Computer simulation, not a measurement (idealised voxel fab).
You're looking at the process module voxel transistor to metal.
The cross-section shown here is cut; it is 290 nm wide and divided into square cells measuring 5 nm on a side.
A cross-section is a grid of square cells, given in bands from the top down. A band is one or more rows of cells. What a band's entry tells you: where the top is and where the bottom is, as heights in nm, and after that what lies inside, material by material from left to right, each with its width in nm. Empty space is written as the word "empty", and a single material marked with the word "edge to edge" occupies the band from edge to edge. Convention: height 0 is the level below which the wafer, as received, is all one material. The lowest band does not terminate at the bottom but continues downward, represented as "0..down". Note: "30..40" means the width goes from the first number (top row of the band) to the second number (bottom row) in equal steps per row of cells. Step marked "remained unchanged"? Then no cell in the cross-section changed in it. "Enclosed internal voids" specifies each empty space that is not open to the top and that occupies no fewer than 8 cells, using the form width x height at distance, the distance measured from the left edge and all three quantities in nm. Step line, after settings: the simulator's comment on this step. The setting "overlay nm" may be written on the line of a step. When the step uses a mask, the value reports how far to the right of the planned place the mask lay, and a negative value reports that it lay to the left.

# Process steps - plan
1,RECEIVE | material Si
2,OXIDIZE | depth nm 5
3,CONFORMAL_DEP | material SiN | thk nm 10
4,MASKED_ETCH | tone cover | mask id ACTIVE | width nm 95 | pitch nm 115 | etch materials SiN | depth nm 10 | overlay nm 0
5,MASKED_ETCH | tone cover | mask id ACTIVE | width nm 95 | pitch nm 115 | etch materials SiO2 | depth nm 5 | overlay nm 0
6,MASKED_ETCH | tone cover | mask id ACTIVE | width nm 95 | pitch nm 115 | etch materials Si | depth nm 35 | overlay nm 0
7,FILL_DEP | material SiO2 | thk nm 10
8,CMP | height nm 10
9,SELECTIVE_ETCH | etch materials SiO2 | depth nm 5
10,STRIP | etch materials SiN
11,SELECTIVE_ETCH | etch materials SiO2 | depth nm 5
12,OXIDIZE | depth nm 5
13,DIRECTIONAL_DEP | material polySi | thk nm 20
14,DIRECTIONAL_DEP | material SiCN | thk nm 10
15,MASKED_ETCH | tone cover | mask id GATE | width nm 15 | pitch nm 115 | etch materials SiCN | depth nm 20 | overlay nm 0
16,MASKED_ETCH | tone cover | mask id GATE | width nm 15 | pitch nm 115 | etch materials polySi | depth nm 30 | overlay nm 0
17,CONFORMAL_DEP | material SiO2 | thk nm 5
18,DIRECTIONAL_ETCH | etch materials SiO2 | depth nm 5
19,CONFORMAL_DEP | material SiN | thk nm 10
20,DIRECTIONAL_ETCH | etch materials SiN | depth nm 10
21,DIRECTIONAL_ETCH | etch materials SiO2 | depth nm 5
22,DIRECTIONAL_ETCH | etch materials Si | depth nm 10
23,EPI | material nSi | thk nm 10
24,FILL_DEP | material SiO2 | thk nm 10
25,CMP | height nm 25
26,DIRECTIONAL_DEP | material SiO2 | thk nm 15
27,PATTERN | tone open | mask id CONTACT | material resist | width nm 20 | thk nm 15 | overlay nm 0
28,DIRECTIONAL_ETCH | etch materials SiO2 | depth nm 40
29,STRIP | etch materials resist
30,CONFORMAL_DEP | material TiN | thk nm 5
31,FILL_DEP | material W | thk nm 10
32,CMP | height nm 40
33,CONFORMAL_DEP | material SiN | thk nm 5
34,DIRECTIONAL_DEP | material lowk | thk nm 20
35,DIRECTIONAL_DEP | material aC | thk nm 10
36,PATTERN | tone open | mask id METAL_1 | material resist | width nm 20 | thk nm 25 | overlay nm 0
37,DIRECTIONAL_ETCH | etch materials aC | depth nm 10
38,STRIP | etch materials resist
39,DIRECTIONAL_ETCH | etch materials lowk | depth nm 20
40,DIRECTIONAL_ETCH | etch materials SiN | depth nm 5
41,STRIP | etch materials aC
42,CONFORMAL_DEP | material TiN | thk nm 5
43,FILL_DEP | material Cu | thk nm 5
44,CMP | height nm 65
45,CONFORMAL_DEP | material SiCN | thk nm 5
46,DIRECTIONAL_DEP | material lowk | thk nm 30
47,DIRECTIONAL_DEP | material aC | thk nm 15
48,PATTERN | tone open | mask id METAL_2 | material resist | width nm 20 | pitch nm 115 | thk nm 35 | overlay nm 0
49,DIRECTIONAL_ETCH | etch materials aC | depth nm 15
50,STRIP | etch materials resist
51,DIRECTIONAL_ETCH | etch materials lowk | depth nm 20
52,STRIP | etch materials aC
53,MASKED_ETCH | tone open | mask id METAL_2_HOLES | width nm 15 | pitch nm 115 | etch materials lowk | depth nm 10 | overlay nm 0
54,MASKED_ETCH | tone open | mask id METAL_2_HOLES | width nm 15 | pitch nm 115 | etch materials SiCN | depth nm 5 | overlay nm 0
55,CONFORMAL_DEP | material TiN | thk nm 5
56,FILL_DEP | material Cu | thk nm 5
57,CMP | height nm 100
58,CONFORMAL_DEP | material SiCN | thk nm 5

# Cross-sectional view of the wafer in its as-received condition, corresponding to the state after step 1
    0..down  Si edge to edge
    Enclosed internal voids: none

# End state of the module in cross-section, given the above starting point and plan and one mistake in execution
    105..100  SiCN edge to edge
    100..90  Cu: 55..40 / TiN: 5..20 / lowk: 5 / TiN: 5 / Cu: 100..85 / TiN: 5..20 / lowk: 5 / TiN: 5 / Cu: 105
    90..85  Cu: 40 / TiN: 5 / lowk: 20 / TiN: 5 / Cu: 85 / TiN: 5 / lowk: 20 / TiN: 5 / Cu: 105
    85..80  TiN: 45 / lowk: 20 / TiN: 95 / lowk: 20 / TiN: 110
    80..70  lowk edge to edge
    70..65  SiCN edge to edge
    65..45  lowk: 45 / TiN: 5 / Cu: 10 / TiN: 5 / lowk: 45 / TiN: 5 / Cu: 10 / TiN: 5 / lowk: 30 / TiN: 5 / Cu: 10 / TiN: 5 / lowk: 45 / TiN: 5 / Cu: 10 / TiN: 5 / lowk: 45
    45..40  SiN: 45 / TiN: 20 / SiN: 45 / TiN: 20 / SiN: 30 / TiN: 20 / SiN: 45 / TiN: 20 / SiN: 45
    40..25  SiO2: 45 / TiN: 5 / W: 10 / TiN: 5 / SiO2: 45 / TiN: 5 / W: 10 / TiN: 5 / SiO2: 30 / TiN: 5 / W: 10 / TiN: 5 / SiO2: 45 / TiN: 5 / W: 10 / TiN: 5 / SiO2: 45
    25..15  SiO2: 45 / TiN: 5 / W: 10 / TiN: 5 / SiN: 10 / SiO2: 5 / SiCN: 15 / SiO2: 5 / SiN: 10 / TiN: 5 / W: 10 / TiN: 5 / SiO2: 30 / TiN: 5 / W: 10 / TiN: 5 / SiN: 10 / SiO2: 5 / SiCN: 15 / SiO2: 5 / SiN: 10 / TiN: 5 / W: 10 / TiN: 5 / SiO2: 45
    15..5  SiO2: 45 / TiN: 5 / W: 10 / TiN: 5 / SiN: 10 / SiO2: 5 / polySi: 15 / SiO2: 5 / SiN: 10 / TiN: 5 / W: 10 / TiN: 5 / SiO2: 30 / TiN: 5 / W: 10 / TiN: 5 / SiN: 10 / SiO2: 5 / polySi: 15 / SiO2: 5 / SiN: 10 / TiN: 5 / W: 10 / TiN: 5 / SiO2: 45
    5..0  SiO2: 45 / TiN: 20 / SiN: 10 / SiO2: 5 / polySi: 15 / SiO2: 5 / SiN: 10 / TiN: 20 / SiO2: 30 / TiN: 20 / SiN: 10 / SiO2: 5 / polySi: 15 / SiO2: 5 / SiN: 10 / TiN: 20 / SiO2: 45
    0..-5  SiO2: 40 / SiN: 10 / nSi: 15 / SiN: 10 / SiO2: 5 / polySi: 15 / SiO2: 5 / SiN: 10 / nSi: 15 / SiN: 10 / SiO2: 20 / SiN: 10 / nSi: 15 / SiN: 10 / SiO2: 5 / polySi: 15 / SiO2: 5 / SiN: 10 / nSi: 15 / SiN: 10 / SiO2: 40
    -5..-10  SiO2: 50 / nSi: 15 / SiO2: 45 / nSi: 15 / SiO2: 40 / nSi: 15 / SiO2: 45 / nSi: 15 / SiO2: 50
    -10..-20  SiO2: 40 / Si: 10 / nSi: 15 / Si: 45 / nSi: 15 / Si: 10 / SiO2: 20 / Si: 10 / nSi: 15 / Si: 45 / nSi: 15 / Si: 10 / SiO2: 40
    -20..-40  SiO2: 40 / Si: 95 / SiO2: 20 / Si: 95 / SiO2: 40
    -40..down  Si edge to edge
    Enclosed internal voids: none
Where did the run depart from the plan? for step 48, the planned setting was not used; the step was instead run as PATTERN | tone cover | mask id METAL_2 | material resist | width nm 20 | pitch nm 115 | thk nm 35 | overlay nm 0
